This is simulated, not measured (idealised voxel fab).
Process module, titled voxel transistor to metal
The width of the displayed cross-section, cut, is 210 nm; its cells are square, with a size of 5 nm.
In what follows, cross-sections appear as grids of square cells, described through bands that run from the top down, where every band is one or more rows of cells.
First you get the band's top height and its bottom height, in nm, and then the materials it's made of, left to right, with each width in nm. If you see a single material with "throughout", that one covers the band edge to edge. "empty" is empty space.
Where do heights start? At 0: under that level the wafer as delivered is made of one material only. And the lowest band has no floor; it just carries on downward, as in "z 0 and below".
Width spec "30->40" -> top row of cells at first value, bottom row at second value, equal per-row change in between.
Given "everything unchanged" for a step, no cell of the cross-section differs between before and after that step.
The label "Trapped void list" introduces a list of the empty spaces, 8 cells or larger, that have no open way up to the top; each entry in it reads width x height at distance, where the distance is taken from the left edge and all three are stated in nm.
On each step's line, the part that comes after the settings is the simulator's own comment on the step.
overlay nm, on a step with a mask: how far to the right of its planned place the mask lay; to the left if negative
# Below is the list of planned process steps
1 RECEIVE,material Si
2 OXIDIZE,depth nm 5
3 CONFORMAL_DEP,material SiN,thk nm 10
4 MASKED_ETCH,tone cover,mask id ACTIVE,width nm 110,etch materials SiN,depth nm 10,overlay nm 0
5 MASKED_ETCH,tone cover,mask id ACTIVE,width nm 110,etch materials SiO2,depth nm 5,overlay nm 0
6 MASKED_ETCH,tone cover,mask id ACTIVE,width nm 110,etch materials Si,depth nm 20,overlay nm 0
7 FILL_DEP,material SiO2,thk nm 10
8 CMP,height nm 10
9 SELECTIVE_ETCH,etch materials SiO2,depth nm 10
10 STRIP,etch materials SiN
11 SELECTIVE_ETCH,etch materials SiO2,depth nm 5
12 OXIDIZE,depth nm 5
13 DIRECTIONAL_DEP,material polySi,thk nm 20
14 DIRECTIONAL_DEP,material SiCN,thk nm 15
15 DIRECTIONAL_DEP,material aC,thk nm 10
16 PATTERN,tone cover,mask id GATE,material resist,width nm 30,thk nm 25,overlay nm 0
17 DIRECTIONAL_ETCH,etch materials aC,depth nm 10
18 STRIP,etch materials resist
19 DIRECTIONAL_ETCH,etch materials SiCN,depth nm 25
20 DIRECTIONAL_ETCH,etch materials polySi,depth nm 30
21 STRIP,etch materials aC
22 CONFORMAL_DEP,material SiN,thk nm 10
23 DIRECTIONAL_ETCH,etch materials SiN,depth nm 10
24 DIRECTIONAL_ETCH,etch materials SiO2,depth nm 5
25 DIRECTIONAL_ETCH,etch materials Si,depth nm 15
26 EPI,material nSi,thk nm 20
27 FILL_DEP,material SiO2,thk nm 10
28 CMP,height nm 15
29 STRIP,etch materials polySi
30 SELECTIVE_ETCH,etch materials SiO2,depth nm 5
31 CONFORMAL_DEP,material HfO2,thk nm 5
32 CONFORMAL_DEP,material TiN,thk nm 5
33 FILL_DEP,material W,thk nm 10
34 CMP,height nm 10
35 DIRECTIONAL_DEP,material SiO2,thk nm 10
36 DIRECTIONAL_DEP,material aC,thk nm 15
37 PATTERN,tone open,mask id CONTACT,material resist,width nm 15,pitch nm 75,thk nm 35,overlay nm 0
38 DIRECTIONAL_ETCH,etch materials aC,depth nm 15
39 STRIP,etch materials resist
40 DIRECTIONAL_ETCH,etch materials SiO2,depth nm 10
41 STRIP,etch materials aC
42 CONFORMAL_DEP,material TiN,thk nm 5
43 FILL_DEP,material Ru,thk nm 10
44 CMP,height nm 20
45 CONFORMAL_DEP,material SiCN,thk nm 5
46 DIRECTIONAL_DEP,material SiO2,thk nm 15
47 PATTERN,tone open,mask id METAL_1,material resist,width nm 15,pitch nm 75,thk nm 20,overlay nm 0
48 DIRECTIONAL_ETCH,etch materials SiO2,depth nm 15
49 DIRECTIONAL_ETCH,etch materials SiCN,depth nm 5
50 STRIP,etch materials resist
51 CONFORMAL_DEP,material TiN,thk nm 5
52 FILL_DEP,material Ru,thk nm 10
53 CMP,height nm 40
54 CONFORMAL_DEP,material SiN,thk nm 5
# Received-state cross-section, reflecting completion of step 1
	z 0 and below: Si throughout
	Trapped void list: none
# First of two wafers: cross-section at end of module, run per plan
	z 45 to 40: SiN throughout
	z 40 to 25: 60 nm SiO2 | 5 nm TiN | 5 nm Ru | 5 nm TiN | 60 nm SiO2 | 5 nm TiN | 5 nm Ru | 5 nm TiN | 60 nm SiO2
	z 25 to 20: 60 nm SiCN | 15 nm TiN | 60 nm SiCN | 15 nm TiN | 60 nm SiCN
	z 20 to 15: 60 nm SiO2 | 5 nm TiN | 5 nm Ru | 5 nm TiN | 60 nm SiO2 | 5 nm TiN | 5 nm Ru | 5 nm TiN | 60 nm SiO2
	z 15 to 10: 60 nm SiO2 | 15 nm TiN | 60 nm SiO2 | 15 nm TiN | 60 nm SiO2
	z 10 to 0: 60 nm SiO2 | 20 nm nSi | 10 nm SiN | 5 nm HfO2 | 5 nm TiN | 10 nm W | 5 nm TiN | 5 nm HfO2 | 10 nm SiN | 20 nm nSi | 60 nm SiO2
	z 0 to -5: 60 nm SiO2 | 20 nm nSi | 10 nm SiN | 5 nm HfO2 | 20 nm TiN | 5 nm HfO2 | 10 nm SiN | 20 nm nSi | 60 nm SiO2
	z -5 to -10: 45 nm SiO2 | 35 nm nSi | 5 nm SiO2 | 40 nm HfO2 | 5 nm SiO2 | 35 nm nSi | 45 nm SiO2
	z -10 to -25: 50 nm SiO2 | 30 nm nSi | 50 nm Si | 30 nm nSi | 50 nm SiO2
	z -25 and below: Si throughout
	Trapped void list: none
# second wafer at the end: like start, like plan, one mistake
	z 45 to 40: SiN throughout
	z 40 to 35: 60 nm SiCN | 15 nm TiN | 60 nm SiCN | 15 nm TiN | 60 nm SiCN
	z 35 to 20: SiO2 throughout
	z 20 to 15: 60 nm SiO2 | 5 nm TiN | 5 nm Ru | 5 nm TiN | 60 nm SiO2 | 5 nm TiN | 5 nm Ru | 5 nm TiN | 60 nm SiO2
	z 15 to 10: 60 nm SiO2 | 15 nm TiN | 60 nm SiO2 | 15 nm TiN | 60 nm SiO2
	z 10 to 0: 60 nm SiO2 | 20 nm nSi | 10 nm SiN | 5 nm HfO2 | 5 nm TiN | 10 nm W | 5 nm TiN | 5 nm HfO2 | 10 nm SiN | 20 nm nSi | 60 nm SiO2
	z 0 to -5: 60 nm SiO2 | 20 nm nSi | 10 nm SiN | 5 nm HfO2 | 20 nm TiN | 5 nm HfO2 | 10 nm SiN | 20 nm nSi | 60 nm SiO2
	z -5 to -10: 45 nm SiO2 | 35 nm nSi | 5 nm SiO2 | 40 nm HfO2 | 5 nm SiO2 | 35 nm nSi | 45 nm SiO2
	z -10 to -25: 50 nm SiO2 | 30 nm nSi | 50 nm Si | 30 nm nSi | 50 nm SiO2
	z -25 and below: Si throughout
	Trapped void list: none
Run error: it was found that steps 45 and 46 of the process plan had been performed in exchanged positions
Final cells, second wafer relative to first, materials higher or lower: 6 fewer of Ru | 18 more of SiO2 | 12 fewer of TiN
